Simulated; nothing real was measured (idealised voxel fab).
voxel transistor to metal: a process module
The cross-section shown here is cut; it is 215 nm wide and divided into square cells measuring 5 nm on a side.
A cross-section is a grid of square cells, given in bands from the top down. A band is one or more rows of cells. For a band, the entry starts with two heights in nm, that of the top and then that of the bottom, and carries on with the band's materials in order from left to right, each alongside its width in nm; the word "full width" beside a single material means it fills the band edge to edge, and "air" means empty space. Measure heights from 0. That's the level where, below it, the as-received wafer is all one material. The lowest band is bottomless and extends downward; write it as in "z 0 and below". Graded width ("30..40"): value in top row of band = first number; value in bottom row = second number; row-to-row change constant. "changes: none" means the step left every cell of the cross-section as it was. In the "Unvented cavities" entry, you get each enclosed empty space of 8 cells or more, one with no open way to the top, written width x height at distance, distance from the left edge, in nm. It should be noted that, on the line of a given step, the content following the step's settings is a remark produced by the simulator itself with respect to that step. overlay nm: mask right of planned place by this much (step with mask). Neg. = left.

The steps planned for the process are as follows:
1) RECEIVE, material Si
2) CONFORMAL_DEP, material SiO2, thk nm 5
3) CONFORMAL_DEP, material SiN, thk nm 15
4) PATTERN, tone cover, mask id ACTIVE, material resist, width nm 95, thk nm 20, overlay nm 0
5) DIRECTIONAL_ETCH, etch materials SiN, depth nm 15
6) DIRECTIONAL_ETCH, etch materials SiO2, depth nm 5
7) DIRECTIONAL_ETCH, etch materials Si, depth nm 30
8) STRIP, etch materials resist
9) FILL_DEP, material SiO2, thk nm 10
10) CMP, height nm 20
11) SELECTIVE_ETCH, etch materials SiO2, depth nm 10
12) STRIP, etch materials SiN
13) SELECTIVE_ETCH, etch materials SiO2, depth nm 5
14) OXIDIZE, depth nm 5
15) DIRECTIONAL_DEP, material polySi, thk nm 20
16) DIRECTIONAL_DEP, material SiCN, thk nm 10
17) DIRECTIONAL_DEP, material aC, thk nm 15
18) PATTERN, tone cover, mask id GATE, material resist, width nm 25, thk nm 35, overlay nm 0
19) DIRECTIONAL_ETCH, etch materials aC, depth nm 15
20) STRIP, etch materials resist
21) DIRECTIONAL_ETCH, etch materials SiCN, depth nm 20
22) DIRECTIONAL_ETCH, etch materials polySi, depth nm 30
23) STRIP, etch materials aC
24) CONFORMAL_DEP, material SiN, thk nm 5
25) DIRECTIONAL_ETCH, etch materials SiN, depth nm 5
26) DIRECTIONAL_ETCH, etch materials SiO2, depth nm 5
27) EPI, material nSi, thk nm 5
28) FILL_DEP, material SiO2, thk nm 10
29) CMP, height nm 30
30) DIRECTIONAL_DEP, material SiO2, thk nm 10
31) MASKED_ETCH, tone open, mask id CONTACT, width nm 15, pitch nm 70, etch materials SiO2, depth nm 40, overlay nm 0
32) CONFORMAL_DEP, material TiN, thk nm 5
33) FILL_DEP, material Ru, thk nm 5
34) CMP, height nm 40
35) DIRECTIONAL_DEP, material TiN, thk nm 5
36) DIRECTIONAL_DEP, material W, thk nm 20
37) MASKED_ETCH, tone cover, mask id METAL_1, width nm 15, pitch nm 70, etch materials W, depth nm 20, overlay nm 0
38) MASKED_ETCH, tone cover, mask id METAL_1, width nm 15, pitch nm 70, etch materials TiN, depth nm 5, overlay nm 0
39) FILL_DEP, material SiO2, thk nm 5
40) CMP, height nm 65
41) CONFORMAL_DEP, material SiN, thk nm 5

As-received state of the wafer in cross-section, equivalent to post-step 1:
    z 0 and below = Si full width
    Unvented cavities: none

Wafer at module end, in section. Began as above, planned as above, run with one mistake:
    z 70 to 65 = SiN full width
    z 65 to 45 = 65 nm SiO2; 15 nm W; 55 nm SiO2; 15 nm W; 65 nm SiO2
    z 45 to 40 = 65 nm SiO2; 15 nm TiN; 55 nm SiO2; 15 nm TiN; 65 nm SiO2
    z 40 to 30 = 65 nm SiO2; 5 nm TiN; 5 nm Ru; 5 nm TiN; 55 nm SiO2; 5 nm TiN; 5 nm Ru; 5 nm TiN; 65 nm SiO2
    z 30 to 20 = 65 nm SiO2; 5 nm TiN; 5 nm Ru; 5 nm TiN; 10 nm SiO2; 5 nm SiN; 25 nm SiCN; 5 nm SiN; 10 nm SiO2; 5 nm TiN; 5 nm Ru; 5 nm TiN; 65 nm SiO2
    z 20 to 5 = 65 nm SiO2; 5 nm TiN; 5 nm Ru; 5 nm TiN; 10 nm SiO2; 5 nm SiN; 25 nm polySi; 5 nm SiN; 10 nm SiO2; 5 nm TiN; 5 nm Ru; 5 nm TiN; 65 nm SiO2
    z 5 to 0 = 55 nm SiO2; 5 nm SiN; 5 nm SiO2; 15 nm TiN; 10 nm SiO2; 5 nm SiN; 25 nm polySi; 5 nm SiN; 10 nm SiO2; 15 nm TiN; 5 nm SiO2; 5 nm SiN; 55 nm SiO2
    z 0 to -5 = 55 nm SiO2; 5 nm SiN; 30 nm nSi; 35 nm SiO2; 30 nm nSi; 5 nm SiN; 55 nm SiO2
    z -5 to -10 = 65 nm SiO2; 85 nm Si; 65 nm SiO2
    z -10 to -30 = 60 nm SiO2; 95 nm Si; 60 nm SiO2
    z -30 and below = Si full width
    Unvented cavities: none
What was done differently from what was planned? the plan's step 2 was left out and never carried out
